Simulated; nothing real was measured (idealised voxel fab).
Name of the process module below: voxel capacitor over wiring
The cross-section shown here is cut; it is 170 nm wide and divided into square cells measuring 5 nm on a side.
Just so we're on the same page, the cross-sections are grids of square cells, and they're listed out in bands top to bottom, each band one or more rows deep. Band: top height; bottom height; in nm. Then, left to right: material with width in nm, for each material. "full width": a single material spanning edge to edge. "air": empty space. Height reference: 0 = level under which incoming wafer is all one material. Lowest band: no bottom, runs on downward, e.g. "0 down". It should be noted that a width expressed as "30->40" varies in equal increments from row to row of cells within the band, taking the value of the first number at the top row and that of the second number at the bottom row. Key: "all unchanged" - step with no changed cell in the cross-section. Under "Catalogued sealed voids" you'll find the enclosed gaps, the ones with no way out to the top, that are 8 cells or bigger; each reads width x height at distance, with distance counted from the left edge, everything in nm. That trailing text on a step's line, after the settings, is the simulator's own remark on the step. overlay nm, on a step with a mask: how far to the right of its planned place the mask lay; to the left if negative.
HERE'S WHAT THE PLANNED PROCESS STEPS LOOK LIKE
1,RECEIVE,material Si
2,CONFORMAL_DEP,material SiO2,thk nm 10
3,CONFORMAL_DEP,material SiCN,thk nm 5
4,DIRECTIONAL_DEP,material SiO2,thk nm 25
5,DIRECTIONAL_DEP,material aC,thk nm 15
6,PATTERN,tone open,mask id METAL_1,material resist,width nm 30,pitch nm 85,thk nm 35,overlay nm 0
7,DIRECTIONAL_ETCH,etch materials aC,depth nm 15
8,STRIP,etch materials resist
9,DIRECTIONAL_ETCH,etch materials SiO2,depth nm 25
10,DIRECTIONAL_ETCH,etch materials SiCN,depth nm 5
11,STRIP,etch materials aC
12,CONFORMAL_DEP,material TiN,thk nm 5
13,FILL_DEP,material Ru,thk nm 10
14,CMP,height nm 40
15,CONFORMAL_DEP,material SiCN,thk nm 5
16,DIRECTIONAL_DEP,material lowk,thk nm 15
17,PATTERN,tone open,mask id PLUG_1,material resist,width nm 15,thk nm 20,overlay nm 0
18,DIRECTIONAL_ETCH,etch materials lowk,depth nm 15
19,DIRECTIONAL_ETCH,etch materials SiCN,depth nm 5
20,STRIP,etch materials resist
21,CONFORMAL_DEP,material TiN,thk nm 5
22,FILL_DEP,material Cu,thk nm 5
23,CMP,height nm 60
24,DIRECTIONAL_DEP,material TiN,thk nm 5
25,DIRECTIONAL_DEP,material Al2O3,thk nm 5
26,DIRECTIONAL_DEP,material TiN,thk nm 10
27,PATTERN,tone cover,mask id UPPER_PLATE,material resist,width nm 60,thk nm 20,overlay nm 0
28,DIRECTIONAL_ETCH,etch materials TiN,depth nm 10
29,DIRECTIONAL_ETCH,etch materials Al2O3,depth nm 5
30,STRIP,etch materials resist
31,DIRECTIONAL_DEP,material aC,thk nm 10
32,PATTERN,tone cover,mask id LOWER_PLATE,material resist,width nm 70,thk nm 25,overlay nm 0
33,DIRECTIONAL_ETCH,etch materials aC,depth nm 10
34,STRIP,etch materials resist
35,DIRECTIONAL_ETCH,etch materials TiN,depth nm 5
36,STRIP,etch materials aC
37,FILL_DEP,material SiO2,thk nm 20
38,CMP,height nm 95
39,DIRECTIONAL_DEP,material aC,thk nm 15
40,PATTERN,tone open,mask id PLUG_2,material resist,width nm 15,thk nm 35,overlay nm 0
41,DIRECTIONAL_ETCH,etch materials aC,depth nm 15
42,STRIP,etch materials resist
43,DIRECTIONAL_ETCH,etch materials SiO2,depth nm 15
44,STRIP,etch materials aC
45,CONFORMAL_DEP,material TiN,thk nm 5
46,FILL_DEP,material Cu,thk nm 5
47,CMP,height nm 95
48,CONFORMAL_DEP,material SiN,thk nm 5
CROSS-SECTION: WAFER ON ARRIVAL = AFTER STEP 1
	0 down = Si full width
	Catalogued sealed voids: none
STARTING STRUCTURE AND PROCESS PLAN ARE AS SHOWN ABOVE, BUT ONE MISTAKE WAS MADE IN RUNNING THE MODULE; THE WAFER CROSS-SECTION AT THE END OF THE MODULE FOLLOWS
	100 to 95 = SiN full width
	95 to 85 = SiO2 50 / TiN 5 / Cu 5 / TiN 5 / SiO2 105
	85 to 80 = SiO2 50 / TiN 15 / SiO2 105
	80 to 70 = SiO2 45 / TiN 55 / SiO2 70
	70 to 65 = SiO2 45 / Al2O3 55 / SiO2 70
	65 to 60 = SiO2 35 / TiN 70 / SiO2 65
	60 to 45 = lowk 40 / TiN 5 / Cu 5 / TiN 5 / lowk 115
	45 to 40 = SiCN 40 / TiN 15 / SiCN 115
	40 to 15 = SiO2 25 / TiN 5 / Ru 20 / TiN 5 / SiO2 55 / TiN 5 / Ru 20 / TiN 5 / SiO2 30
	15 to 10 = SiCN 25 / TiN 30 / SiCN 55 / TiN 30 / SiCN 30
	10 to 0 = SiO2 full width
	0 down = Si full width
	Catalogued sealed voids: none
Heads up, the wafer didn't run the way we planned it: step 27 did not use the planned setting and instead ran as PATTERN,tone cover,mask id UPPER_PLATE,material resist,width nm 55,thk nm 20,overlay nm 0
